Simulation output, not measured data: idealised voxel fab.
process module | voxel spacer lines
cross-section cut | 220 nm wide | cells 5 nm
A cross-section is a grid of square cells, given in bands from the top down. A band is one or more rows of cells.
Each band's line starts with the height of the band's top and of its bottom, in nm. Then come its materials from left to right, each with its width in nm. One material with "throughout" fills the band from edge to edge. "air" is empty space.
Height 0 is the level under which the wafer as received is all one material. The lowest band goes on downwards, as in "0 down".
A width such as "30 to 40" changes by the same amount from each row of cells to the next, from the band's top row to its bottom row.
"no change" after a step means that no cell of the cross-section changed.
closed voids: empty space of 8 cells or more with no open way to the top, each as width x height at its distance from the left edge, in nm
after a step's settings: what the simulator itself notes on the step
overlay nm, on a step with a mask: how far to the right of its planned place the mask lay; to the left if negative
plan
1 op RECEIVE | material Si
2 op CONFORMAL_DEP | material Al2O3 | thk nm 5
3 op DIRECTIONAL_DEP | material TiN | thk nm 20
4 op DIRECTIONAL_DEP | material polySi | thk nm 20
5 op PATTERN | tone cover | mask id MANDREL | material resist | width nm 15 | pitch nm 60 | thk nm 25 | overlay nm 0
6 op DIRECTIONAL_ETCH | etch materials polySi | depth nm 20
7 op STRIP | etch materials resist
8 op CONFORMAL_DEP | material SiN | thk nm 15
9 op DIRECTIONAL_ETCH | etch materials SiN | depth nm 15
10 op STRIP | etch materials polySi
11 op DIRECTIONAL_ETCH | etch materials TiN | depth nm 20
12 op STRIP | etch materials SiN
as received, after step 1
  0 down: Si throughout
  closed voids: none
a wafer at the end: this start, this plan, one mistake
  25 to 5: air 60 | TiN 10 | air 15 | TiN 10 | air 25 | TiN 10 | air 15 | TiN 10 | air 65
  5 to 0: Al2O3 throughout
  0 down: Si throughout
  closed voids: none
what went wrong: step 8 ran as: op CONFORMAL_DEP | material SiN | thk nm 10
